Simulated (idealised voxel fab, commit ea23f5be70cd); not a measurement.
Herein follows the process module entitled voxel transistor to metal.
For reference, the cross-section in this document is cut, with width 290 nm and square cells of 5 nm.
Think of the cross-section as a grid of square cells. We describe it in bands, top to bottom, and each band covers one or more rows of those cells. Per band: top height and bottom height in nm, followed by the left-to-right materials and their widths in nm; "throughout" marks a single material spanning edge to edge, "air" marks empty space. Below 0: as-received wafer, all one material; heights counted from there. Lowest band: no bottom, goes on down, written "0 -> down". Think of "30..40" as a width that walks from the first number to the second as you go down the band, top row to bottom row, taking equal-sized steps from row to row. Where the words "all unchanged" appear for a step, the cross-section shows no cell changed by that step; every cell remained as before. Empty spaces without an open route to the top, at least 8 cells in extent, make up the entry "Unvented cavities"; each is given as width x height at distance, where the distance is measured from the left edge, and all are in nm. Formally, on a step line, whatever follows the settings is a remark that the simulator itself makes on the step. overlay nm, on a step with a mask: how far to the right of its planned place the mask lay; to the left if negative. Pairs, read this way: before one process step on the one hand, after it on the other, the after cross-section ending at the lowest band that changed; the step between, settings included, beneath. Same starting wafer throughout, but possibly different runs of this module, so no pair continues from the pair above unless its entry headed "Before processing" says so.

Before processing:
    0 -> down  Si throughout
    Unvented cavities: none

Resulting Cross-Section:
    0 -> -5  SiO2 throughout
    Below a height of -5, the structure has not been altered.
    Unvented cavities: none
The structure shown above changes from one cross-section to the other through OXIDIZE,depth nm 5

Before processing: The cross-section prior to this step is the one presented after the step of the pair immediately above.

Resulting Cross-Section:
    15 -> 0  SiN throughout
    Below a height of 0, the structure has not been altered.
    Unvented cavities: none
The structure shown above changes from one cross-section to the other through CONFORMAL_DEP,material SiN,thk nm 15

Before processing: The cross-section prior to this step is the one presented after the step of the pair immediately above.

Resulting Cross-Section:
    25 -> 15  aC throughout
    Below a height of 15, the structure has not been altered.
    Unvented cavities: none
The structure shown above changes from one cross-section to the other through DIRECTIONAL_DEP,material aC,thk nm 10

Before processing: The cross-section prior to this step is the one presented after the step of the pair immediately above.

Resulting Cross-Section:
    50 -> 25  air=15; resist=115; air=30; resist=115; air=15
    Below a height of 25, the structure has not been altered.
    Unvented cavities: none
The structure shown above changes from one cross-section to the other through PATTERN,tone cover,mask id ACTIVE,material resist,width nm 115,pitch nm 145,thk nm 25,overlay nm 0

Before processing: The cross-section prior to this step is the one presented after the step of the pair immediately above.

Resulting Cross-Section:
    40 -> 25  air=15; resist=115; air=30; resist=115; air=15
    25 -> 15  air=15; aC=115; air=30; aC=115; air=15
    Below a height of 15, the structure has not been altered.
    Unvented cavities: none
The structure shown above changes from one cross-section to the other through DIRECTIONAL_ETCH,etch materials aC,depth nm 10

Before processing: The cross-section prior to this step is the one presented after the step of the pair immediately above.

Resulting Cross-Section:
    25 -> 15  air=15; aC=115; air=30; aC=115; air=15
    Below a height of 15, the structure has not been altered.
    Unvented cavities: none
The structure shown above changes from one cross-section to the other through STRIP,etch materials resist

Before processing: The cross-section prior to this step is the one presented after the step of the pair immediately above.

Resulting Cross-Section:
    25 -> 15  air=15; aC=115; air=30; aC=115; air=15
    15 -> 0  air=15; SiN=115; air=30; SiN=115; air=15
    Below a height of 0, the structure has not been altered.
    Unvented cavities: none
The structure shown above changes from one cross-section to the other through DIRECTIONAL_ETCH,etch materials SiN,depth nm 15

Before processing: The cross-section prior to this step is the one presented after the step of the pair immediately above.

Resulting Cross-Section:
    25 -> 15  air=15; aC=115; air=30; aC=115; air=15
    15 -> 0  air=15; SiN=115; air=30; SiN=115; air=15
    0 -> -5  air=15; SiO2=115; air=30; SiO2=115; air=15
    Below a height of -5, the structure has not been altered.
    Unvented cavities: none
The structure shown above changes from one cross-section to the other through DIRECTIONAL_ETCH,etch materials SiO2,depth nm 5

Before processing: The cross-section prior to this step is the one presented after the step of the pair immediately above.

Resulting Cross-Section:
    25 -> 15  air=15; aC=115; air=30; aC=115; air=15
    15 -> 0  air=15; SiN=115; air=30; SiN=115; air=15
    0 -> -5  air=15; SiO2=115; air=30; SiO2=115; air=15
    -5 -> -40  air=15; Si=115; air=30; Si=115; air=15
    Below a height of -40, the structure has not been altered.
    Unvented cavities: none
The structure shown above changes from one cross-section to the other through DIRECTIONAL_ETCH,etch materials Si,depth nm 35

Before processing: The cross-section prior to this step is the one presented after the step of the pair immediately above.

Resulting Cross-Section:
    15 -> 0  air=15; SiN=115; air=30; SiN=115; air=15
    Below a height of 0, the structure has not been altered.
    Unvented cavities: none
The structure shown above changes from one cross-section to the other through STRIP,etch materials aC

Before processing: The cross-section prior to this step is the one presented after the step of the pair immediately above.

Resulting Cross-Section:
    30 -> 15  SiO2 throughout
    15 -> 0  SiO2=15; SiN=115; SiO2=30; SiN=115; SiO2=15
    0 -> -5  SiO2 throughout
    -5 -> -40  SiO2=15; Si=115; SiO2=30; Si=115; SiO2=15
    Below a height of -40, the structure has not been altered.
    Unvented cavities: none
The structure shown above changes from one cross-section to the other through FILL_DEP,material SiO2,thk nm 15

Before processing: The cross-section prior to this step is the one presented after the step of the pair immediately above.

Resulting Cross-Section:
    15 -> 0  SiO2=15; SiN=115; SiO2=30; SiN=115; SiO2=15
    Below a height of 0, the structure has not been altered.
    Unvented cavities: none
The structure shown above changes from one cross-section to the other through CMP,height nm 15

Before processing: The cross-section prior to this step is the one presented after the step of the pair immediately above.

Resulting Cross-Section:
    15 -> 5  air=15; SiN=115; air=30; SiN=115; air=15
    Below a height of 5, the structure has not been altered.
    Unvented cavities: none
The structure shown above changes from one cross-section to the other through SELECTIVE_ETCH,etch materials SiO2,depth nm 10

Before processing: The cross-section prior to this step is the one presented after the step of the pair immediately above.

Resulting Cross-Section:
    5 -> 0  SiO2=15; air=115; SiO2=30; air=115; SiO2=15
    Below a height of 0, the structure has not been altered.
    Unvented cavities: none
The structure shown above changes from one cross-section to the other through STRIP,etch materials SiN

Before processing: The cross-section prior to this step is the one presented after the step of the pair immediately above.

Resulting Cross-Section:
    0 -> -5  SiO2=10; air=125; SiO2=20; air=125; SiO2=10
    Below a height of -5, the structure has not been altered.
    Unvented cavities: none
The structure shown above changes from one cross-section to the other through SELECTIVE_ETCH,etch materials SiO2,depth nm 5

Before processing: The cross-section prior to this step is the one presented after the step of the pair immediately above.

Resulting Cross-Section:
    0 -> -5  SiO2=10; air=125; SiO2=20; air=125; SiO2=10
    -5 -> -10  SiO2 throughout
    Below a height of -10, the structure has not been altered.
    Unvented cavities: none
The structure shown above changes from one cross-section to the other through OXIDIZE,depth nm 5

Before processing: The cross-section prior to this step is the one presented after the step of the pair immediately above.

Resulting Cross-Section:
    20 -> 15  polySi=10; air=125; polySi=20; air=125; polySi=10
    15 -> 0  polySi throughout
    0 -> -5  SiO2=10; polySi=125; SiO2=20; polySi=125; SiO2=10
    Below a height of -5, the structure has not been altered.
    Unvented cavities: none
The structure shown above changes from one cross-section to the other through DIRECTIONAL_DEP,material polySi,thk nm 20

Before processing: The cross-section prior to this step is the one presented after the step of the pair immediately above.

Resulting Cross-Section:
    30 -> 25  SiCN=10; air=125; SiCN=20; air=125; SiCN=10
    25 -> 20  SiCN throughout
    20 -> 15  polySi=10; SiCN=125; polySi=20; SiCN=125; polySi=10
    Below a height of 15, the structure has not been altered.
    Unvented cavities: none
The structure shown above changes from one cross-section to the other through DIRECTIONAL_DEP,material SiCN,thk nm 10

Before processing: The cross-section prior to this step is the one presented after the step of the pair immediately above.

Resulting Cross-Section:
    45 -> 40  aC=10; air=125; aC=20; air=125; aC=10
    40 -> 30  aC throughout
    30 -> 25  SiCN=10; aC=125; SiCN=20; aC=125; SiCN=10
    Below a height of 25, the structure has not been altered.
    Unvented cavities: none
The structure shown above changes from one cross-section to the other through DIRECTIONAL_DEP,material aC,thk nm 15

Before processing: The cross-section prior to this step is the one presented after the step of the pair immediately above.

Resulting Cross-Section:
    75 -> 45  air=55; resist=35; air=110; resist=35; air=55
    45 -> 40  aC=10; air=45; resist=35; air=45; aC=20; air=45; resist=35; air=45; aC=10
    Below a height of 40, the structure has not been altered.
    Unvented cavities: none
The structure shown above changes from one cross-section to the other through PATTERN,tone cover,mask id GATE,material resist,width nm 35,pitch nm 145,thk nm 30,overlay nm 0

Before processing: The cross-section prior to this step is the one presented after the step of the pair immediately above.

Resulting Cross-Section:
    60 -> 40  air=55; resist=35; air=110; resist=35; air=55
    40 -> 30  air=55; aC=35; air=110; aC=35; air=55
    30 -> 25  SiCN=10; air=45; aC=35; air=45; SiCN=20; air=45; aC=35; air=45; SiCN=10
    Below a height of 25, the structure has not been altered.
    Unvented cavities: none
The structure shown above changes from one cross-section to the other through DIRECTIONAL_ETCH,etch materials aC,depth nm 15

Before processing: The cross-section prior to this step is the one presented after the step of the pair immediately above.

Resulting Cross-Section:
    40 -> 30  air=55; aC=35; air=110; aC=35; air=55
    Below a height of 30, the structure has not been altered.
    Unvented cavities: none
The structure shown above changes from one cross-section to the other through STRIP,etch materials resist

Before processing: The cross-section prior to this step is the one presented after the step of the pair immediately above.

Resulting Cross-Section:
    40 -> 25  air=55; aC=35; air=110; aC=35; air=55
    25 -> 20  air=55; SiCN=35; air=110; SiCN=35; air=55
    20 -> 15  polySi=10; air=45; SiCN=35; air=45; polySi=20; air=45; SiCN=35; air=45; polySi=10
    Below a height of 15, the structure has not been altered.
    Unvented cavities: none
The structure shown above changes from one cross-section to the other through DIRECTIONAL_ETCH,etch materials SiCN,depth nm 20

Before processing: The cross-section prior to this step is the one presented after the step of the pair immediately above.

Resulting Cross-Section:
    40 -> 25  air=55; aC=35; air=110; aC=35; air=55
    25 -> 15  air=55; SiCN=35; air=110; SiCN=35; air=55
    15 -> 0  air=55; polySi=35; air=110; polySi=35; air=55
    0 -> -5  SiO2=10; air=45; polySi=35; air=45; SiO2=20; air=45; polySi=35; air=45; SiO2=10
    Below a height of -5, the structure has not been altered.
    Unvented cavities: none
The structure shown above changes from one cross-section to the other through DIRECTIONAL_ETCH,etch materials polySi,depth nm 30

Before processing: The cross-section prior to this step is the one presented after the step of the pair immediately above.

Resulting Cross-Section:
    25 -> 15  air=55; SiCN=35; air=110; SiCN=35; air=55
    Below a height of 15, the structure has not been altered.
    Unvented cavities: none
The structure shown above changes from one cross-section to the other through STRIP,etch materials aC

Before processing: The cross-section prior to this step is the one presented after the step of the pair immediately above.

Resulting Cross-Section:
    30 -> 25  air=50; SiO2=45; air=100; SiO2=45; air=50
    25 -> 15  air=50; SiO2=5; SiCN=35; SiO2=5; air=100; SiO2=5; SiCN=35; SiO2=5; air=50
    15 -> 5  air=50; SiO2=5; polySi=35; SiO2=5; air=100; SiO2=5; polySi=35; SiO2=5; air=50
    5 -> 0  SiO2=15; air=35; SiO2=5; polySi=35; SiO2=5; air=35; SiO2=30; air=35; SiO2=5; polySi=35; SiO2=5; air=35; SiO2=15
    0 -> -5  SiO2=55; polySi=35; SiO2=110; polySi=35; SiO2=55
    Below a height of -5, the structure has not been altered.
    Unvented cavities: none
The structure shown above changes from one cross-section to the other through CONFORMAL_DEP,material SiO2,thk nm 5

Before processing: The cross-section prior to this step is the one presented after the step of the pair immediately above.

Resulting Cross-Section:
    25 -> 15  air=50; SiO2=5; SiCN=35; SiO2=5; air=100; SiO2=5; SiCN=35; SiO2=5; air=50
    15 -> 0  air=50; SiO2=5; polySi=35; SiO2=5; air=100; SiO2=5; polySi=35; SiO2=5; air=50
    0 -> -5  SiO2=15; air=35; SiO2=5; polySi=35; SiO2=5; air=35; SiO2=30; air=35; SiO2=5; polySi=35; SiO2=5; air=35; SiO2=15
    Below a height of -5, the structure has not been altered.
    Unvented cavities: none
The structure shown above changes from one cross-section to the other through DIRECTIONAL_ETCH,etch materials SiO2,depth nm 5

Before processing: The cross-section prior to this step is the one presented after the step of the pair immediately above.

Resulting Cross-Section:
    30 -> 25  air=45; SiN=55; air=90; SiN=55; air=45
    25 -> 15  air=45; SiN=5; SiO2=5; SiCN=35; SiO2=5; SiN=5; air=90; SiN=5; SiO2=5; SiCN=35; SiO2=5; SiN=5; air=45
    15 -> 5  air=45; SiN=5; SiO2=5; polySi=35; SiO2=5; SiN=5; air=90; SiN=5; SiO2=5; polySi=35; SiO2=5; SiN=5; air=45
    5 -> 0  SiN=20; air=25; SiN=5; SiO2=5; polySi=35; SiO2=5; SiN=5; air=25; SiN=40; air=25; SiN=5; SiO2=5; polySi=35; SiO2=5; SiN=5; air=25; SiN=20
    0 -> -5  SiO2=15; SiN=35; SiO2=5; polySi=35; SiO2=5; SiN=35; SiO2=30; SiN=35; SiO2=5; polySi=35; SiO2=5; SiN=35; SiO2=15
    Below a height of -5, the structure has not been altered.
    Unvented cavities: none
The structure shown above changes from one cross-section to the other through CONFORMAL_DEP,material SiN,thk nm 5

Before processing: The cross-section prior to this step is the one presented after the step of the pair immediately above.

Resulting Cross-Section:
    25 -> 15  air=45; SiN=5; SiO2=5; SiCN=35; SiO2=5; SiN=5; air=90; SiN=5; SiO2=5; SiCN=35; SiO2=5; SiN=5; air=45
    15 -> 0  air=45; SiN=5; SiO2=5; polySi=35; SiO2=5; SiN=5; air=90; SiN=5; SiO2=5; polySi=35; SiO2=5; SiN=5; air=45
    0 -> -5  SiO2=15; SiN=5; air=25; SiN=5; SiO2=5; polySi=35; SiO2=5; SiN=5; air=25; SiN=5; SiO2=30; SiN=5; air=25; SiN=5; SiO2=5; polySi=35; SiO2=5; SiN=5; air=25; SiN=5; SiO2=15
    Below a height of -5, the structure has not been altered.
    Unvented cavities: none
The structure shown above changes from one cross-section to the other through DIRECTIONAL_ETCH,etch materials SiN,depth nm 5

Before processing: The cross-section prior to this step is the one presented after the step of the pair immediately above.

Resulting Cross-Section:
    25 -> 20  air=45; SiN=5; air=5; SiCN=35; air=5; SiN=5; air=90; SiN=5; air=5; SiCN=35; air=5; SiN=5; air=45
    20 -> 15  air=45; SiN=5; SiO2=5; SiCN=35; SiO2=5; SiN=5; air=90; SiN=5; SiO2=5; SiCN=35; SiO2=5; SiN=5; air=45
    15 -> 0  air=45; SiN=5; SiO2=5; polySi=35; SiO2=5; SiN=5; air=90; SiN=5; SiO2=5; polySi=35; SiO2=5; SiN=5; air=45
    0 -> -5  air=15; SiN=5; air=25; SiN=5; SiO2=5; polySi=35; SiO2=5; SiN=5; air=25; SiN=5; air=30; SiN=5; air=25; SiN=5; SiO2=5; polySi=35; SiO2=5; SiN=5; air=25; SiN=5; air=15
    -5 -> -10  SiO2=20; air=25; SiO2=55; air=25; SiO2=40; air=25; SiO2=55; air=25; SiO2=20
    Below a height of -10, the structure has not been altered.
    Unvented cavities: none
The structure shown above changes from one cross-section to the other through DIRECTIONAL_ETCH,etch materials SiO2,depth nm 5

Before processing: The cross-section prior to this step is the one presented after the step of the pair immediately above.

Resulting Cross-Section:
    25 -> 20  air=45; SiN=5; air=5; SiCN=35; air=5; SiN=5; air=90; SiN=5; air=5; SiCN=35; air=5; SiN=5; air=45
    20 -> 15  air=45; SiN=5; SiO2=5; SiCN=35; SiO2=5; SiN=5; air=90; SiN=5; SiO2=5; SiCN=35; SiO2=5; SiN=5; air=45
    15 -> 0  air=45; SiN=5; SiO2=5; polySi=35; SiO2=5; SiN=5; air=90; SiN=5; SiO2=5; polySi=35; SiO2=5; SiN=5; air=45
    0 -> -5  air=15; SiN=5; air=25; SiN=5; SiO2=5; polySi=35; SiO2=5; SiN=5; air=25; SiN=5; air=30; SiN=5; air=25; SiN=5; SiO2=5; polySi=35; SiO2=5; SiN=5; air=25; SiN=5; air=15
    -5 -> -10  SiO2=20; air=25; SiO2=55; air=25; SiO2=40; air=25; SiO2=55; air=25; SiO2=20
    -10 -> -20  SiO2=15; Si=5; air=25; Si=55; air=25; Si=5; SiO2=30; Si=5; air=25; Si=55; air=25; Si=5; SiO2=15
    Below a height of -20, the structure has not been altered.
    Unvented cavities: none
The structure shown above changes from one cross-section to the other through DIRECTIONAL_ETCH,etch materials Si,depth nm 10

Before processing: The cross-section prior to this step is the one presented after the step of the pair immediately above.

Resulting Cross-Section:
    25 -> 20  air=45; SiN=5; air=5; SiCN=35; air=5; SiN=5; air=90; SiN=5; air=5; SiCN=35; air=5; SiN=5; air=45
    20 -> 15  air=45; SiN=5; SiO2=5; SiCN=35; SiO2=5; SiN=5; air=90; SiN=5; SiO2=5; SiCN=35; SiO2=5; SiN=5; air=45
    15 -> 0  air=45; SiN=5; SiO2=5; polySi=35; SiO2=5; SiN=5; air=90; SiN=5; SiO2=5; polySi=35; SiO2=5; SiN=5; air=45
    0 -> -5  air=15; SiN=5; SiGe=10; air=5; SiGe=10; SiN=5; SiO2=5; polySi=35; SiO2=5; SiN=5; SiGe=10; air=5; SiGe=10; SiN=5; air=30; SiN=5; SiGe=10; air=5; SiGe=10; SiN=5; SiO2=5; polySi=35; SiO2=5; SiN=5; SiGe=10; air=5; SiGe=10; SiN=5; air=15
    -5 -> -10  SiO2=20; SiGe=10; air=5; SiGe=10; SiO2=55; SiGe=10; air=5; SiGe=10; SiO2=40; SiGe=10; air=5; SiGe=10; SiO2=55; SiGe=10; air=5; SiGe=10; SiO2=20
    -10 -> -20  SiO2=15; Si=5; SiGe=25; Si=55; SiGe=25; Si=5; SiO2=30; Si=5; SiGe=25; Si=55; SiGe=25; Si=5; SiO2=15
    Below a height of -20, the structure has not been altered.
    Unvented cavities: none
The structure shown above changes from one cross-section to the other through EPI,material SiGe,thk nm 10

Before processing: The cross-section prior to this step is the one presented after the step of the pair immediately above.

Resulting Cross-Section:
    35 -> 25  SiO2 throughout
    25 -> 15  SiO2=45; SiN=5; SiO2=5; SiCN=35; SiO2=5; SiN=5; SiO2=90; SiN=5; SiO2=5; SiCN=35; SiO2=5; SiN=5; SiO2=45
    15 -> 0  SiO2=45; SiN=5; SiO2=5; polySi=35; SiO2=5; SiN=5; SiO2=90; SiN=5; SiO2=5; polySi=35; SiO2=5; SiN=5; SiO2=45
    0 -> -5  SiO2=15; SiN=5; SiGe=10; SiO2=5; SiGe=10; SiN=5; SiO2=5; polySi=35; SiO2=5; SiN=5; SiGe=10; SiO2=5; SiGe=10; SiN=5; SiO2=30; SiN=5; SiGe=10; SiO2=5; SiGe=10; SiN=5; SiO2=5; polySi=35; SiO2=5; SiN=5; SiGe=10; SiO2=5; SiGe=10; SiN=5; SiO2=15
    -5 -> -10  SiO2=20; SiGe=10; SiO2=5; SiGe=10; SiO2=55; SiGe=10; SiO2=5; SiGe=10; SiO2=40; SiGe=10; SiO2=5; SiGe=10; SiO2=55; SiGe=10; SiO2=5; SiGe=10; SiO2=20
    Below a height of -10, the structure has not been altered.
    Unvented cavities: none
The structure shown above changes from one cross-section to the other through FILL_DEP,material SiO2,thk nm 10

Before processing: The cross-section prior to this step is the one presented after the step of the pair immediately above.

Resulting Cross-Section:
    15 -> 0  SiO2=45; SiN=5; SiO2=5; polySi=35; SiO2=5; SiN=5; SiO2=90; SiN=5; SiO2=5; polySi=35; SiO2=5; SiN=5; SiO2=45
    Below a height of 0, the structure has not been altered.
    Unvented cavities: none
The structure shown above changes from one cross-section to the other through CMP,height nm 15

Before processing: The cross-section prior to this step is the one presented after the step of the pair immediately above.

Resulting Cross-Section:
    15 -> 0  SiO2=45; SiN=5; SiO2=5; air=35; SiO2=5; SiN=5; SiO2=90; SiN=5; SiO2=5; air=35; SiO2=5; SiN=5; SiO2=45
    0 -> -5  SiO2=15; SiN=5; SiGe=10; SiO2=5; SiGe=10; SiN=5; SiO2=5; air=35; SiO2=5; SiN=5; SiGe=10; SiO2=5; SiGe=10; SiN=5; SiO2=30; SiN=5; SiGe=10; SiO2=5; SiGe=10; SiN=5; SiO2=5; air=35; SiO2=5; SiN=5; SiGe=10; SiO2=5; SiGe=10; SiN=5; SiO2=15
    Below a height of -5, the structure has not been altered.
    Unvented cavities: none
The structure shown above changes from one cross-section to the other through STRIP,etch materials polySi

Before processing: The cross-section prior to this step is the one presented after the step of the pair immediately above.

Resulting Cross-Section:
    15 -> 10  air=45; SiN=5; air=45; SiN=5; air=90; SiN=5; air=45; SiN=5; air=45
    10 -> 0  SiO2=45; SiN=5; air=45; SiN=5; SiO2=90; SiN=5; air=45; SiN=5; SiO2=45
    0 -> -5  SiO2=15; SiN=5; SiGe=10; SiO2=5; SiGe=10; SiN=5; air=45; SiN=5; SiGe=10; SiO2=5; SiGe=10; SiN=5; SiO2=30; SiN=5; SiGe=10; SiO2=5; SiGe=10; SiN=5; air=45; SiN=5; SiGe=10; SiO2=5; SiGe=10; SiN=5; SiO2=15
    -5 -> -10  SiO2=20; SiGe=10; SiO2=5; SiGe=10; SiO2=5; air=45; SiO2=5; SiGe=10; SiO2=5; SiGe=10; SiO2=40; SiGe=10; SiO2=5; SiGe=10; SiO2=5; air=45; SiO2=5; SiGe=10; SiO2=5; SiGe=10; SiO2=20
    Below a height of -10, the structure has not been altered.
    Unvented cavities: none
The structure shown above changes from one cross-section to the other through SELECTIVE_ETCH,etch materials SiO2,depth nm 5

Before processing: The cross-section prior to this step is the one presented after the step of the pair immediately above.

Resulting Cross-Section:
    20 -> 15  air=40; HfO2=15; air=35; HfO2=15; air=80; HfO2=15; air=35; HfO2=15; air=40
    15 -> 10  HfO2=45; SiN=5; HfO2=5; air=35; HfO2=5; SiN=5; HfO2=90; SiN=5; HfO2=5; air=35; HfO2=5; SiN=5; HfO2=45
    10 -> 0  SiO2=45; SiN=5; HfO2=5; air=35; HfO2=5; SiN=5; SiO2=90; SiN=5; HfO2=5; air=35; HfO2=5; SiN=5; SiO2=45
    0 -> -5  SiO2=15; SiN=5; SiGe=10; SiO2=5; SiGe=10; SiN=5; HfO2=5; air=35; HfO2=5; SiN=5; SiGe=10; SiO2=5; SiGe=10; SiN=5; SiO2=30; SiN=5; SiGe=10; SiO2=5; SiGe=10; SiN=5; HfO2=5; air=35; HfO2=5; SiN=5; SiGe=10; SiO2=5; SiGe=10; SiN=5; SiO2=15
    -5 -> -10  SiO2=20; SiGe=10; SiO2=5; SiGe=10; SiO2=5; HfO2=45; SiO2=5; SiGe=10; SiO2=5; SiGe=10; SiO2=40; SiGe=10; SiO2=5; SiGe=10; SiO2=5; HfO2=45; SiO2=5; SiGe=10; SiO2=5; SiGe=10; SiO2=20
    Below a height of -10, the structure has not been altered.
    Unvented cavities: none
The structure shown above changes from one cross-section to the other through CONFORMAL_DEP,material HfO2,thk nm 5

Before processing: The cross-section prior to this step is the one presented after the step of the pair immediately above.

Resulting Cross-Section:
    25 -> 20  air=35; TiN=25; air=25; TiN=25; air=70; TiN=25; air=25; TiN=25; air=35
    20 -> 15  TiN=40; HfO2=15; TiN=5; air=25; TiN=5; HfO2=15; TiN=80; HfO2=15; TiN=5; air=25; TiN=5; HfO2=15; TiN=40
    15 -> 10  HfO2=45; SiN=5; HfO2=5; TiN=5; air=25; TiN=5; HfO2=5; SiN=5; HfO2=90; SiN=5; HfO2=5; TiN=5; air=25; TiN=5; HfO2=5; SiN=5; HfO2=45
    10 -> 0  SiO2=45; SiN=5; HfO2=5; TiN=5; air=25; TiN=5; HfO2=5; SiN=5; SiO2=90; SiN=5; HfO2=5; TiN=5; air=25; TiN=5; HfO2=5; SiN=5; SiO2=45
    0 -> -5  SiO2=15; SiN=5; SiGe=10; SiO2=5; SiGe=10; SiN=5; HfO2=5; TiN=35; HfO2=5; SiN=5; SiGe=10; SiO2=5; SiGe=10; SiN=5; SiO2=30; SiN=5; SiGe=10; SiO2=5; SiGe=10; SiN=5; HfO2=5; TiN=35; HfO2=5; SiN=5; SiGe=10; SiO2=5; SiGe=10; SiN=5; SiO2=15
    Below a height of -5, the structure has not been altered.
    Unvented cavities: none
The structure shown above changes from one cross-section to the other through CONFORMAL_DEP,material TiN,thk nm 5

Before processing: The cross-section prior to this step is the one presented after the step of the pair immediately above.

Resulting Cross-Section:
    30 -> 25  W throughout
    25 -> 20  W=35; TiN=25; W=25; TiN=25; W=70; TiN=25; W=25; TiN=25; W=35
    20 -> 15  TiN=40; HfO2=15; TiN=5; W=25; TiN=5; HfO2=15; TiN=80; HfO2=15; TiN=5; W=25; TiN=5; HfO2=15; TiN=40
    15 -> 10  HfO2=45; SiN=5; HfO2=5; TiN=5; W=25; TiN=5; HfO2=5; SiN=5; HfO2=90; SiN=5; HfO2=5; TiN=5; W=25; TiN=5; HfO2=5; SiN=5; HfO2=45
    10 -> 0  SiO2=45; SiN=5; HfO2=5; TiN=5; W=25; TiN=5; HfO2=5; SiN=5; SiO2=90; SiN=5; HfO2=5; TiN=5; W=25; TiN=5; HfO2=5; SiN=5; SiO2=45
    Below a height of 0, the structure has not been altered.
    Unvented cavities: none
The structure shown above changes from one cross-section to the other through FILL_DEP,material W,thk nm 5

Before processing: The cross-section prior to this step is the one presented after the step of the pair immediately above.

Resulting Cross-Section:
    10 -> 0  SiO2=45; SiN=5; HfO2=5; TiN=5; W=25; TiN=5; HfO2=5; SiN=5; SiO2=90; SiN=5; HfO2=5; TiN=5; W=25; TiN=5; HfO2=5; SiN=5; SiO2=45
    Below a height of 0, the structure has not been altered.
    Unvented cavities: none
The structure shown above changes from one cross-section to the other through CMP,height nm 10

Before processing: The cross-section prior to this step is the one presented after the step of the pair immediately above.

Resulting Cross-Section:
    20 -> 10  SiO2 throughout
    Below a height of 10, the structure has not been altered.
    Unvented cavities: none
The structure shown above changes from one cross-section to the other through DIRECTIONAL_DEP,material SiO2,thk nm 10

Before processing: The cross-section prior to this step is the one presented after the step of the pair immediately above.

Resulting Cross-Section:
    40 -> 20  resist=20; air=20; resist=65; air=20; resist=40; air=20; resist=65; air=20; resist=20
    Below a height of 20, the structure has not been altered.
    Unvented cavities: none
The structure shown above changes from one cross-section to the other through PATTERN,tone open,mask id CONTACT,material resist,width nm 20,thk nm 20,overlay nm 0

Before processing: The cross-section prior to this step is the one presented after the step of the pair immediately above.

Resulting Cross-Section:
    40 -> 20  resist=20; air=20; resist=65; air=20; resist=40; air=20; resist=65; air=20; resist=20
    20 -> 10  SiO2=20; air=20; SiO2=65; air=20; SiO2=40; air=20; SiO2=65; air=20; SiO2=20
    10 -> 0  SiO2=20; air=20; SiO2=5; SiN=5; HfO2=5; TiN=5; W=25; TiN=5; HfO2=5; SiN=5; SiO2=5; air=20; SiO2=40; air=20; SiO2=5; SiN=5; HfO2=5; TiN=5; W=25; TiN=5; HfO2=5; SiN=5; SiO2=5; air=20; SiO2=20
    0 -> -5  SiO2=15; SiN=5; SiGe=10; air=5; SiGe=10; SiN=5; HfO2=5; TiN=35; HfO2=5; SiN=5; SiGe=10; air=5; SiGe=10; SiN=5; SiO2=30; SiN=5; SiGe=10; air=5; SiGe=10; SiN=5; HfO2=5; TiN=35; HfO2=5; SiN=5; SiGe=10; air=5; SiGe=10; SiN=5; SiO2=15
    -5 -> -10  SiO2=20; SiGe=10; air=5; SiGe=10; SiO2=5; HfO2=45; SiO2=5; SiGe=10; air=5; SiGe=10; SiO2=40; SiGe=10; air=5; SiGe=10; SiO2=5; HfO2=45; SiO2=5; SiGe=10; air=5; SiGe=10; SiO2=20
    Below a height of -10, the structure has not been altered.
    Unvented cavities: none
The structure shown above changes from one cross-section to the other through DIRECTIONAL_ETCH,etch materials SiO2,depth nm 30

Before processing: The cross-section prior to this step is the one presented after the step of the pair immediately above.

Resulting Cross-Section:
    20 -> 10  SiO2=20; air=20; SiO2=65; air=20; SiO2=40; air=20; SiO2=65; air=20; SiO2=20
    Below a height of 10, the structure has not been altered.
    Unvented cavities: none
The structure shown above changes from one cross-section to the other through STRIP,etch materials resist

Before processing: The cross-section prior to this step is the one presented after the step of the pair immediately above.

Resulting Cross-Section:
    25 -> 20  TiN=25; air=10; TiN=75; air=10; TiN=50; air=10; TiN=75; air=10; TiN=25
    20 -> 10  SiO2=20; TiN=5; air=10; TiN=5; SiO2=65; TiN=5; air=10; TiN=5; SiO2=40; TiN=5; air=10; TiN=5; SiO2=65; TiN=5; air=10; TiN=5; SiO2=20
    10 -> 5  SiO2=20; TiN=5; air=10; TiN=5; SiO2=5; SiN=5; HfO2=5; TiN=5; W=25; TiN=5; HfO2=5; SiN=5; SiO2=5; TiN=5; air=10; TiN=5; SiO2=40; TiN=5; air=10; TiN=5; SiO2=5; SiN=5; HfO2=5; TiN=5; W=25; TiN=5; HfO2=5; SiN=5; SiO2=5; TiN=5; air=10; TiN=5; SiO2=20
    5 -> 0  SiO2=20; TiN=20; SiO2=5; SiN=5; HfO2=5; TiN=5; W=25; TiN=5; HfO2=5; SiN=5; SiO2=5; TiN=20; SiO2=40; TiN=20; SiO2=5; SiN=5; HfO2=5; TiN=5; W=25; TiN=5; HfO2=5; SiN=5; SiO2=5; TiN=20; SiO2=20
    0 -> -5  SiO2=15; SiN=5; SiGe=10; TiN=5; SiGe=10; SiN=5; HfO2=5; TiN=35; HfO2=5; SiN=5; SiGe=10; TiN=5; SiGe=10; SiN=5; SiO2=30; SiN=5; SiGe=10; TiN=5; SiGe=10; SiN=5; HfO2=5; TiN=35; HfO2=5; SiN=5; SiGe=10; TiN=5; SiGe=10; SiN=5; SiO2=15
    -5 -> -10  SiO2=20; SiGe=10; TiN=5; SiGe=10; SiO2=5; HfO2=45; SiO2=5; SiGe=10; TiN=5; SiGe=10; SiO2=40; SiGe=10; TiN=5; SiGe=10; SiO2=5; HfO2=45; SiO2=5; SiGe=10; TiN=5; SiGe=10; SiO2=20
    Below a height of -10, the structure has not been altered.
    Unvented cavities: none
The structure shown above changes from one cross-section to the other through CONFORMAL_DEP,material TiN,thk nm 5
